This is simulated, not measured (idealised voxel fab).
Process module name: voxel transistor to metal
The figure presents cross-section cut, which has a width of 280 nm and is divided into square cells with an edge length of 5 nm.
A cross-section in this document is a grid of square cells, and it is written down as bands, the top band listed before the ones below it; a band is made up of one or more rows of cells.
In this notation a band is specified by the heights of its top and bottom, in that order and in nm, after which its materials appear from left to right, each paired with its width in nm. The word "full width" attached to a single material means that material fills the band from edge to edge; the word "empty" stands for empty space.
Below 0: as-received wafer, all one material; heights counted from there. Lowest band: no bottom, goes on down, written "from 0 down".
The notation "30 to 40" denotes a width that varies across the rows of cells in the band, beginning at the first number in the top row, finishing at the second number in the bottom row, and changing by an identical amount from each row to the next.
The cross-section has no changed cell in any step marked "left unchanged".
Any empty space of 8 cells or more lacking an open way to the top shows up in "Unvented internal voids" as width x height at distance, distance from the left edge, in nm.
Note: text after step settings on the step line = simulator remark on that step.
overlay nm: right-of-plan distance of the mask on a masked step; negative values mean left-of-plan.
## Listed below are the process steps as planned
1,op RECEIVE | material Si
2,op CONFORMAL_DEP | material SiO2 | thk nm 5
3,op CONFORMAL_DEP | material SiN | thk nm 15
4,op DIRECTIONAL_DEP | material aC | thk nm 10
5,op PATTERN | tone cover | mask id ACTIVE | material resist | width nm 110 | pitch nm 130 | thk nm 25 | overlay nm 0
6,op DIRECTIONAL_ETCH | etch materials aC | depth nm 10
7,op STRIP | etch materials resist
8,op DIRECTIONAL_ETCH | etch materials SiN | depth nm 15
9,op DIRECTIONAL_ETCH | etch materials SiO2 | depth nm 5
10,op DIRECTIONAL_ETCH | etch materials Si | depth nm 20
11,op STRIP | etch materials aC
12,op FILL_DEP | material SiO2 | thk nm 10
13,op CMP | height nm 20
14,op SELECTIVE_ETCH | etch materials SiO2 | depth nm 15
15,op STRIP | etch materials SiN
16,op SELECTIVE_ETCH | etch materials SiO2 | depth nm 5
17,op OXIDIZE | depth nm 5
18,op DIRECTIONAL_DEP | material polySi | thk nm 25
19,op DIRECTIONAL_DEP | material SiCN | thk nm 10
20,op MASKED_ETCH | tone cover | mask id GATE | width nm 20 | pitch nm 130 | etch materials SiCN | depth nm 20 | overlay nm 0
21,op MASKED_ETCH | tone cover | mask id GATE | width nm 20 | pitch nm 130 | etch materials polySi | depth nm 35 | overlay nm 0
22,op CONFORMAL_DEP | material SiN | thk nm 5
23,op DIRECTIONAL_ETCH | etch materials SiN | depth nm 5
24,op DIRECTIONAL_ETCH | etch materials SiO2 | depth nm 5
25,op DIRECTIONAL_ETCH | etch materials Si | depth nm 10
26,op EPI | material SiGe | thk nm 10
27,op FILL_DEP | material SiO2 | thk nm 10
28,op CMP | height nm 35
29,op DIRECTIONAL_DEP | material SiO2 | thk nm 10
30,op MASKED_ETCH | tone open | mask id CONTACT | width nm 20 | etch materials SiO2 | depth nm 50 | overlay nm 0
31,op CONFORMAL_DEP | material TiN | thk nm 5
32,op FILL_DEP | material Ru | thk nm 10
33,op CMP | height nm 45
34,op CONFORMAL_DEP | material SiCN | thk nm 5
35,op DIRECTIONAL_DEP | material SiO2 | thk nm 20
36,op MASKED_ETCH | tone open | mask id METAL_1 | width nm 20 | etch materials SiO2 | depth nm 20 | overlay nm 0
37,op MASKED_ETCH | tone open | mask id METAL_1 | width nm 20 | etch materials SiCN | depth nm 5 | overlay nm 0
38,op CONFORMAL_DEP | material TiN | thk nm 5
39,op FILL_DEP | material W | thk nm 5
40,op CMP | height nm 70
41,op EPI | material Ru | thk nm 5
42,op FILL_DEP | material SiCN | thk nm 5
43,op DIRECTIONAL_DEP | material lowk | thk nm 25
44,op PATTERN | tone open | mask id METAL_2 | material resist | width nm 20 | pitch nm 130 | thk nm 15 | overlay nm 0
45,op DIRECTIONAL_ETCH | etch materials lowk | depth nm 15
46,op STRIP | etch materials resist
47,op PATTERN | tone open | mask id METAL_2_HOLES | material resist | width nm 15 | pitch nm 130 | thk nm 15 | overlay nm 0
48,op DIRECTIONAL_ETCH | etch materials lowk | depth nm 10
49,op DIRECTIONAL_ETCH | etch materials SiCN | depth nm 5
50,op STRIP | etch materials resist
51,op CONFORMAL_DEP | material TiN | thk nm 5
52,op FILL_DEP | material Cu | thk nm 5
53,op CMP | height nm 105
54,op CONFORMAL_DEP | material SiCN | thk nm 5
## Cross-section, incoming material, after step 1
  from 0 down = Si full width
  Unvented internal voids: none
## Cross-section, first of two wafers, end of module, run as planned
  from 110 to 105 = SiCN full width
  from 105 to 95 = lowk 25, TiN 5, Cu 10, TiN 5, lowk 110, TiN 5, Cu 10, TiN 5, lowk 105
  from 95 to 90 = lowk 25, TiN 5, Cu 5, TiN 10, lowk 110, TiN 5, Cu 5, TiN 10, lowk 105
  from 90 to 80 = lowk 25, TiN 5, Cu 5, TiN 5, lowk 115, TiN 5, Cu 5, TiN 5, lowk 110
  from 80 to 75 = SiCN 25, TiN 15, SiCN 115, TiN 15, SiCN 110
  from 75 to 70 = SiCN 20, Ru 30, SiCN 50, Ru 30, SiCN 20, Ru 30, SiCN 50, Ru 30, SiCN 20
  from 70 to 50 = SiO2 25, TiN 5, W 10, TiN 5, SiO2 60, TiN 5, W 10, TiN 5, SiO2 30, TiN 5, W 10, TiN 5, SiO2 60, TiN 5, W 10, TiN 5, SiO2 25
  from 50 to 45 = SiCN 25, TiN 20, SiCN 60, TiN 20, SiCN 30, TiN 20, SiCN 60, TiN 20, SiCN 25
  from 45 to 35 = SiO2 25, TiN 5, Ru 10, TiN 5, SiO2 60, TiN 5, Ru 10, TiN 5, SiO2 30, TiN 5, Ru 10, TiN 5, SiO2 60, TiN 5, Ru 10, TiN 5, SiO2 25
  from 35 to 25 = SiO2 25, TiN 5, Ru 10, TiN 5, SiO2 15, SiN 5, SiCN 20, SiN 5, SiO2 15, TiN 5, Ru 10, TiN 5, SiO2 30, TiN 5, Ru 10, TiN 5, SiO2 15, SiN 5, SiCN 20, SiN 5, SiO2 15, TiN 5, Ru 10, TiN 5, SiO2 25
  from 25 to 5 = SiO2 25, TiN 5, Ru 10, TiN 5, SiO2 15, SiN 5, polySi 20, SiN 5, SiO2 15, TiN 5, Ru 10, TiN 5, SiO2 30, TiN 5, Ru 10, TiN 5, SiO2 15, SiN 5, polySi 20, SiN 5, SiO2 15, TiN 5, Ru 10, TiN 5, SiO2 25
  from 5 to 0 = SiO2 25, TiN 5, Ru 10, TiN 5, SiO2 5, SiGe 10, SiN 5, polySi 20, SiN 5, SiGe 10, SiO2 5, TiN 5, Ru 10, TiN 5, SiO2 30, TiN 5, Ru 10, TiN 5, SiO2 5, SiGe 10, SiN 5, polySi 20, SiN 5, SiGe 10, SiO2 5, TiN 5, Ru 10, TiN 5, SiO2 25
  from 0 to -5 = SiO2 25, TiN 20, SiO2 5, SiGe 10, SiO2 30, SiGe 10, SiO2 5, TiN 20, SiO2 30, TiN 20, SiO2 5, SiGe 10, SiO2 30, SiGe 10, SiO2 5, TiN 20, SiO2 25
  from -5 to -15 = SiO2 20, SiGe 40, Si 30, SiGe 40, SiO2 20, SiGe 40, Si 30, SiGe 40, SiO2 20
  from -15 to -20 = SiO2 20, Si 110, SiO2 20, Si 110, SiO2 20
  from -20 down = Si full width
  Unvented internal voids: none
## second wafer at the end: like start, like plan, one mistake
  from 110 to 105 = SiCN full width
  from 105 to 80 = lowk full width
  from 80 to 75 = SiCN full width
  from 75 to 70 = SiCN 20, Ru 30, SiCN 50, Ru 30, SiCN 20, Ru 30, SiCN 50, Ru 30, SiCN 20
  from 70 to 50 = SiO2 25, TiN 5, W 10, TiN 5, SiO2 60, TiN 5, W 10, TiN 5, SiO2 30, TiN 5, W 10, TiN 5, SiO2 60, TiN 5, W 10, TiN 5, SiO2 25
  from 50 to 45 = SiCN 25, TiN 20, SiCN 60, TiN 20, SiCN 30, TiN 20, SiCN 60, TiN 20, SiCN 25
  from 45 to 35 = SiO2 25, TiN 5, Ru 10, TiN 5, SiO2 60, TiN 5, Ru 10, TiN 5, SiO2 30, TiN 5, Ru 10, TiN 5, SiO2 60, TiN 5, Ru 10, TiN 5, SiO2 25
  from 35 to 25 = SiO2 25, TiN 5, Ru 10, TiN 5, SiO2 15, SiN 5, SiCN 20, SiN 5, SiO2 15, TiN 5, Ru 10, TiN 5, SiO2 30, TiN 5, Ru 10, TiN 5, SiO2 15, SiN 5, SiCN 20, SiN 5, SiO2 15, TiN 5, Ru 10, TiN 5, SiO2 25
  from 25 to 5 = SiO2 25, TiN 5, Ru 10, TiN 5, SiO2 15, SiN 5, polySi 20, SiN 5, SiO2 15, TiN 5, Ru 10, TiN 5, SiO2 30, TiN 5, Ru 10, TiN 5, SiO2 15, SiN 5, polySi 20, SiN 5, SiO2 15, TiN 5, Ru 10, TiN 5, SiO2 25
  from 5 to 0 = SiO2 25, TiN 5, Ru 10, TiN 5, SiO2 5, SiGe 10, SiN 5, polySi 20, SiN 5, SiGe 10, SiO2 5, TiN 5, Ru 10, TiN 5, SiO2 30, TiN 5, Ru 10, TiN 5, SiO2 5, SiGe 10, SiN 5, polySi 20, SiN 5, SiGe 10, SiO2 5, TiN 5, Ru 10, TiN 5, SiO2 25
  from 0 to -5 = SiO2 25, TiN 20, SiO2 5, SiGe 10, SiO2 30, SiGe 10, SiO2 5, TiN 20, SiO2 30, TiN 20, SiO2 5, SiGe 10, SiO2 30, SiGe 10, SiO2 5, TiN 20, SiO2 25
  from -5 to -15 = SiO2 20, SiGe 40, Si 30, SiGe 40, SiO2 20, SiGe 40, Si 30, SiGe 40, SiO2 20
  from -15 to -20 = SiO2 20, Si 110, SiO2 20, Si 110, SiO2 20
  from -20 down = Si full width
  Unvented internal voids: none
Error vs. plan: step 43 of the plan saw execution twice
Bottom line after processing is that, in cells, the second wafer is up or down on some materials versus the first: Cu -14; SiCN +6; TiN -28; lowk +36
